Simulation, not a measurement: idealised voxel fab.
Name of the process module below: voxel ribs on slabs
This is section cut - it's 255 nm across, gridded in 5 nm square cells.
In this document a cross-section is written as a grid of square cells. It is given as a series of bands, listed from the top down, and a band is one or more rows of cells. Heads up on the band format: heights come first, top then bottom, in nm. After that it's the materials left to right, each with its width in nm. A single material flagged "edge to edge" fills the whole band edge to edge, and "air" means there's empty space there. Basically, 0 is our baseline, since under it the wafer straight out of the box is all one material. The bottom band has no lower end and keeps on going down, so it looks like "0 nm and below". Per-row width for "30->40": begins at first number (top row of band), ends at second number (bottom row), increment between rows held constant. "all unchanged" (step): cross-section cells unchanged, all of them. Look at "Sealed voids" for the closed voids: empty spaces with no open path to the top, sized 8 cells or up. Each is width x height at distance, distance from the left edge, all nm. after a step's settings: what the simulator itself notes on the step. "overlay nm" on a masked step: distance the mask lay right of its planned place, negative for left.

[Planned process steps]
1) RECEIVE | material Si
2) DIRECTIONAL_DEP | material SiO2 | thk nm 30
3) DIRECTIONAL_DEP | material SiN | thk nm 15
4) MASKED_ETCH | tone cover | mask id RIB | width nm 20 | etch materials SiN | depth nm 5 | overlay nm 0
5) PATTERN | tone cover | mask id SLAB | material resist | width nm 70 | thk nm 20 | overlay nm 0
6) DIRECTIONAL_ETCH | etch materials SiN | depth nm 10
7) STRIP | etch materials resist
8) FILL_DEP | material SiO2 | thk nm 25
9) CMP | height nm 60
10) DIRECTIONAL_DEP | material W | thk nm 10
11) DIRECTIONAL_DEP | material aC | thk nm 15
12) PATTERN | tone cover | mask id HEATER | material resist | width nm 30 | thk nm 35 | overlay nm 0
13) DIRECTIONAL_ETCH | etch materials aC | depth nm 15
14) STRIP | etch materials resist
15) DIRECTIONAL_ETCH | etch materials W | depth nm 10
16) STRIP | etch materials aC
17) CONFORMAL_DEP | material SiO2 | thk nm 5

[Cross-section of the wafer upon arrival, representing the state reached after step 1]
0 nm and below: Si edge to edge
Sealed voids: none

[End-of-module cross-section of the first of two wafers, processed as planned]
75 nm to 70 nm: 105 of air  40 of SiO2  110 of air
70 nm to 65 nm: 105 of air  5 of SiO2  30 of W  5 of SiO2  110 of air
65 nm to 60 nm: 110 of SiO2  30 of W  115 of SiO2
60 nm to 45 nm: SiO2 edge to edge
45 nm to 40 nm: 115 of SiO2  20 of SiN  120 of SiO2
40 nm to 30 nm: 90 of SiO2  70 of SiN  95 of SiO2
30 nm to 0 nm: SiO2 edge to edge
0 nm and below: Si edge to edge
Sealed voids: none

[What the second wafer looks like in cross-section once the module is done. Its start and its plan matched the first wafer's exactly; what differed was one mistake in how it was run]
75 nm to 70 nm: 105 of air  40 of SiO2  110 of air
70 nm to 65 nm: 105 of air  5 of SiO2  30 of W  5 of SiO2  110 of air
65 nm to 60 nm: 110 of SiO2  30 of W  115 of SiO2
60 nm to 45 nm: SiO2 edge to edge
45 nm to 40 nm: 115 of SiO2  20 of SiN  120 of SiO2
40 nm to 30 nm: 90 of SiO2  75 of SiN  90 of SiO2
30 nm to 0 nm: SiO2 edge to edge
0 nm and below: Si edge to edge
Sealed voids: none
What was the processing mistake? planned and actual differ for step 5; actual: PATTERN | tone cover | mask id SLAB | material resist | width nm 75 | thk nm 20 | overlay nm 0
at the end the second wafer has, in cells: SiN: 2 more | SiO2: 2 fewer
